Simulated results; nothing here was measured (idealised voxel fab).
Name of the process module below: voxel fin reveal
Pictured: cross-section cut, 150 nm wide, on a grid of 5 nm square cells.
If you're reading a cross-section in this doc, picture square cells in a grid; it comes to you as bands, top ones listed first down to the bottom, and a band can be one or more rows of cells. Heights first: top, then bottom, in nm. Then materials, left to right, each with a width in nm. "full width" on a single material: fills the band edge to edge. "blank": empty space. Beneath 0, the wafer as received is one material, and that level is where height counting begins. The lowest band goes on downward without a bottom; it is written like "0 and below". Top row gets the first number, bottom row gets the second, and each row in between changes by the same step: that is how a band width like "30..40" works. "nothing got changed" for a step: no cell of the cross-section changed in that step. The list in "Closed void table" covers empty spaces of 8 cells or more that cannot reach the top through any open way, and it gives each as width x height at distance; the distance is from the left edge, and width, height and distance are in nm. What comes after the settings on a step's line is commentary from the simulator itself on that step. Steps that use a mask can have "overlay nm" on their line. It says how far the mask sat to the right of where it was meant to be. Negative means to the left.
[Process steps (planned)]
1 RECEIVE with material Si
2 CONFORMAL_DEP with material SiN, thk nm 10
3 MASKED_ETCH with tone cover, mask id FINS, width nm 15, pitch nm 45, etch materials SiN, depth nm 10, overlay nm 0
4 MASKED_ETCH with tone cover, mask id FINS, width nm 15, pitch nm 45, etch materials Si, depth nm 30, overlay nm 0
5 OXIDIZE with depth nm 5
6 FILL_DEP with material SiO2, thk nm 5
7 CMP with height nm 10
8 SELECTIVE_ETCH with etch materials SiO2, depth nm 30
9 STRIP with etch materials SiN
[Cross-sectional view of the wafer in its as-received condition, corresponding to the state after step 1]
    0 and below: Si full width
    Closed void table: none
[Cross-sectional result after module completion. Note: starting condition and plan are unchanged from above; one processing mistake was made]
    10 down to 0: 45 nm blank | 15 nm SiN | 30 nm blank | 15 nm SiN | 45 nm blank
    0 down to -20: 50 nm blank | 5 nm Si | 40 nm blank | 5 nm Si | 50 nm blank
    -20 down to -35: 50 nm SiO2 | 5 nm Si | 40 nm SiO2 | 5 nm Si | 50 nm SiO2
    -35 and below: Si full width
    Closed void table: none
Want to know what went wrong? skipped: plan step 9 (never run)
